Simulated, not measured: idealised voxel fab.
Process module heading - voxel transistor to metal
Each square cell in cross-section cut measures 5 nm, and the section as a whole is 265 nm wide.
Heads up, the way a cross-section reads in here is a grid of square cells, handed over as bands from the top down, with every band being one or more rows of cells. First you get the band's top height and its bottom height, in nm, and then the materials it's made of, left to right, with each width in nm. If you see a single material with "all across", that one covers the band edge to edge. "empty" is empty space. The level at which height equals 0 is the one under which the wafer, as it arrives, is entirely one material. No lower edge exists for the bottom band, which continues downward and is notated as in "0..down". It should be noted that a width expressed as "30 to 40" varies in equal increments from row to row of cells within the band, taking the value of the first number at the top row and that of the second number at the bottom row. Reading "no alteration" for a step: not a cell of the cross-section changed in it. "Enclosed empty spaces" lists enclosed empty spaces (at least 8 cells, no open path upward to the top), each as width x height at distance from the left edge, in nm. Past the settings on a step's line: simulator remark, on that step. overlay nm: step with mask; distance mask lay right of planned place; negative value = left of planned place.
[The planned process steps are enumerated hereunder]
1) op RECEIVE | material Si
2) op CONFORMAL_DEP | material SiO2 | thk nm 5
3) op CONFORMAL_DEP | material SiN | thk nm 15
4) op MASKED_ETCH | tone cover | mask id ACTIVE | width nm 100 | pitch nm 125 | etch materials SiN | depth nm 15 | overlay nm 0
5) op MASKED_ETCH | tone cover | mask id ACTIVE | width nm 100 | pitch nm 125 | etch materials SiO2 | depth nm 5 | overlay nm 0
6) op MASKED_ETCH | tone cover | mask id ACTIVE | width nm 100 | pitch nm 125 | etch materials Si | depth nm 35 | overlay nm 0
7) op OXIDIZE | depth nm 5
8) op FILL_DEP | material SiO2 | thk nm 5
9) op CMP | height nm 20
10) op SELECTIVE_ETCH | etch materials SiO2 | depth nm 15
11) op STRIP | etch materials SiN
12) op SELECTIVE_ETCH | etch materials SiO2 | depth nm 5
13) op OXIDIZE | depth nm 5
14) op DIRECTIONAL_DEP | material polySi | thk nm 20
15) op DIRECTIONAL_DEP | material SiCN | thk nm 15
16) op MASKED_ETCH | tone cover | mask id GATE | width nm 20 | pitch nm 125 | etch materials SiCN | depth nm 25 | overlay nm 0
17) op MASKED_ETCH | tone cover | mask id GATE | width nm 20 | pitch nm 125 | etch materials polySi | depth nm 30 | overlay nm 0
18) op CONFORMAL_DEP | material SiN | thk nm 10
19) op DIRECTIONAL_ETCH | etch materials SiN | depth nm 10
20) op DIRECTIONAL_ETCH | etch materials SiO2 | depth nm 5
21) op EPI | material pSi | thk nm 5
22) op FILL_DEP | material SiO2 | thk nm 5
23) op CMP | height nm 35
24) op DIRECTIONAL_DEP | material SiO2 | thk nm 15
25) op DIRECTIONAL_DEP | material aC | thk nm 10
26) op PATTERN | tone open | mask id CONTACT | material resist | width nm 30 | thk nm 25 | overlay nm 0
27) op DIRECTIONAL_ETCH | etch materials aC | depth nm 10
28) op STRIP | etch materials resist
29) op DIRECTIONAL_ETCH | etch materials SiO2 | depth nm 50
30) op STRIP | etch materials aC
31) op CONFORMAL_DEP | material TiN | thk nm 5
32) op FILL_DEP | material Ru | thk nm 10
33) op CMP | height nm 50
34) op DIRECTIONAL_DEP | material TiN | thk nm 5
35) op DIRECTIONAL_DEP | material Ru | thk nm 20
36) op PATTERN | tone cover | mask id METAL_1 | material resist | width nm 15 | thk nm 15 | overlay nm 0
37) op DIRECTIONAL_ETCH | etch materials Ru | depth nm 20
38) op DIRECTIONAL_ETCH | etch materials TiN | depth nm 5
39) op STRIP | etch materials resist
40) op FILL_DEP | material SiO2 | thk nm 5
41) op CMP | height nm 75
42) op CONFORMAL_DEP | material SiCN | thk nm 5
43) op DIRECTIONAL_DEP | material SiO2 | thk nm 35
44) op DIRECTIONAL_DEP | material aC | thk nm 15
45) op PATTERN | tone open | mask id METAL_2 | material resist | width nm 15 | pitch nm 125 | thk nm 30 | overlay nm 0
46) op DIRECTIONAL_ETCH | etch materials aC | depth nm 15
47) op STRIP | etch materials resist
48) op DIRECTIONAL_ETCH | etch materials SiO2 | depth nm 20
49) op STRIP | etch materials aC
50) op DIRECTIONAL_DEP | material aC | thk nm 10
51) op PATTERN | tone open | mask id METAL_2_HOLES | material resist | width nm 15 | pitch nm 125 | thk nm 25 | overlay nm 0
52) op DIRECTIONAL_ETCH | etch materials aC | depth nm 10
53) op STRIP | etch materials resist
54) op DIRECTIONAL_ETCH | etch materials SiO2 | depth nm 15
55) op DIRECTIONAL_ETCH | etch materials SiCN | depth nm 5
56) op STRIP | etch materials aC
57) op CONFORMAL_DEP | material TiN | thk nm 5
58) op FILL_DEP | material Cu | thk nm 10
59) op CMP | height nm 115
60) op CONFORMAL_DEP | material SiCN | thk nm 5
[As-received wafer cross-section (after step 1)]
0..down: Si all across
Enclosed empty spaces: none
[Here's the wafer cut in cross-section after the module, started and planned just like above, except one thing was done wrong in the run]
120..115: SiCN all across
115..80: SiO2 25  TiN 5  Cu 5  TiN 5  SiO2 110  TiN 5  Cu 5  TiN 5  SiO2 100
80..75: SiCN 25  TiN 15  SiCN 110  TiN 15  SiCN 100
75..55: SiO2 25  Ru 15  SiO2 60  Ru 15  SiO2 35  Ru 15  SiO2 60  Ru 15  SiO2 25
55..50: SiO2 25  TiN 15  SiO2 60  TiN 15  SiO2 35  TiN 15  SiO2 60  TiN 15  SiO2 25
50..40: SiO2 25  TiN 5  Ru 20  TiN 5  SiO2 30  TiN 5  Ru 20  TiN 5  SiO2 35  TiN 5  Ru 20  TiN 5  SiO2 30  TiN 5  Ru 20  TiN 5  SiO2 25
40..35: SiO2 25  TiN 5  Ru 15  TiN 10  SiO2 30  TiN 10  Ru 15  TiN 5  SiO2 35  TiN 5  Ru 15  TiN 10  SiO2 30  TiN 10  Ru 15  TiN 5  SiO2 25
35..30: SiO2 25  TiN 5  Ru 15  TiN 5  SiN 10  SiCN 20  SiN 10  TiN 5  Ru 15  TiN 5  SiO2 35  TiN 5  Ru 15  TiN 5  SiN 10  SiCN 20  SiN 10  TiN 5  Ru 15  TiN 5  SiO2 25
30..5: SiO2 25  TiN 5  Ru 15  TiN 5  SiN 10  polySi 20  SiN 10  TiN 5  Ru 15  TiN 5  SiO2 35  TiN 5  Ru 15  TiN 5  SiN 10  polySi 20  SiN 10  TiN 5  Ru 15  TiN 5  SiO2 25
5..0: SiO2 25  TiN 25  SiN 10  polySi 20  SiN 10  TiN 25  SiO2 35  TiN 25  SiN 10  polySi 20  SiN 10  TiN 25  SiO2 25
0..-5: SiO2 20  pSi 30  SiO2 40  pSi 30  SiO2 25  pSi 30  SiO2 40  pSi 30  SiO2 20
-5..-40: SiO2 25  Si 90  SiO2 35  Si 90  SiO2 25
-40..down: Si all across
Enclosed empty spaces: none
Deviation noted in wafer processing: step 14 was not run as planned; what actually ran was op DIRECTIONAL_DEP | material polySi | thk nm 30
